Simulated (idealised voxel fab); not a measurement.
The process module presented herein is designated voxel lift off.
Shown is cross-section cut, with a width of 205 nm and square cells of size 5 nm.
For the purposes of this document, a cross-section shall be understood as a grid of square cells, specified as bands listed in top-to-bottom order, each band consisting of one or more rows of cells.
Look at the band entry: it leads with the top's height and the bottom's height in nm. Then it lists the materials left to right, with a width in nm for each. The word "everywhere" on a single material says that material fills the band edge to edge. The word "empty" is empty space.
Zero point of the height axis is 0; under it, received wafer = one material. Lowest band: continues down indefinitely, "z 0 and below".
The width entry "30->40" should be interpreted row by row: the top row of cells in the band takes the first number, the bottom row takes the second number, and the change between adjacent rows is uniform throughout.
It should be understood that the words "nothing got changed", when stated for a given step, signify that the cross-section underwent no change in any of its cells during that step.
Closed empty spaces (no open way to the top) of 8 cells or more are what "Listed closed voids" lists, each as width x height at distance from the left edge, nm for all three.
Text after the settings on a step's line: the simulator's own remark on that step.
For masked steps, "overlay nm" on the step line gives how far right of plan the mask actually lay; a minus sign means it lay to the left.
**plan**
step 1: RECEIVE with material Si
step 2: CONFORMAL_DEP with material Al2O3, thk nm 15
step 3: PATTERN with tone open, mask id LINES, material resist, width nm 25, pitch nm 50, thk nm 20, overlay nm 0
step 4: DIRECTIONAL_DEP with material Ru, thk nm 5
step 5: STRIP with etch materials resist
step 6: CONFORMAL_DEP with material SiN, thk nm 10
**Wafer as received: cross-section following step 1**
> z 0 and below  Si everywhere
> Listed closed voids: none
**Cross-section: first of two wafers, module finished, run according to plan**
> z 30 to 25  empty (55) | SiN (45) | empty (5) | SiN (45) | empty (55)
> z 25 to 20  SiN everywhere
> z 20 to 15  SiN (65) | Ru (25) | SiN (25) | Ru (25) | SiN (65)
> z 15 to 0  Al2O3 everywhere
> z 0 and below  Si everywhere
> Listed closed voids: none
**Wafer two, end of module, cross-section. Same start, same plan as wafer one. One mistake in the run**
> z 30 to 25  empty (55) | SiN (45) | empty (5) | SiN (45) | empty (55)
> z 25 to 20  SiN everywhere
> z 20 to 15  SiN (65) | Ru (25) | SiN (25) | Ru (25) | SiN (65)
> z 15 to 0  Ru everywhere
> z 0 and below  Si everywhere
> Listed closed voids: none
Which mistake was made when the wafer was run? step 2 ran with different settings than intended, the actual operation and settings being CONFORMAL_DEP with material Ru, thk nm 15
Final wafer comparison in cells, second versus first, more or fewer per material: Al2O3: 123 fewer | Ru: 123 more
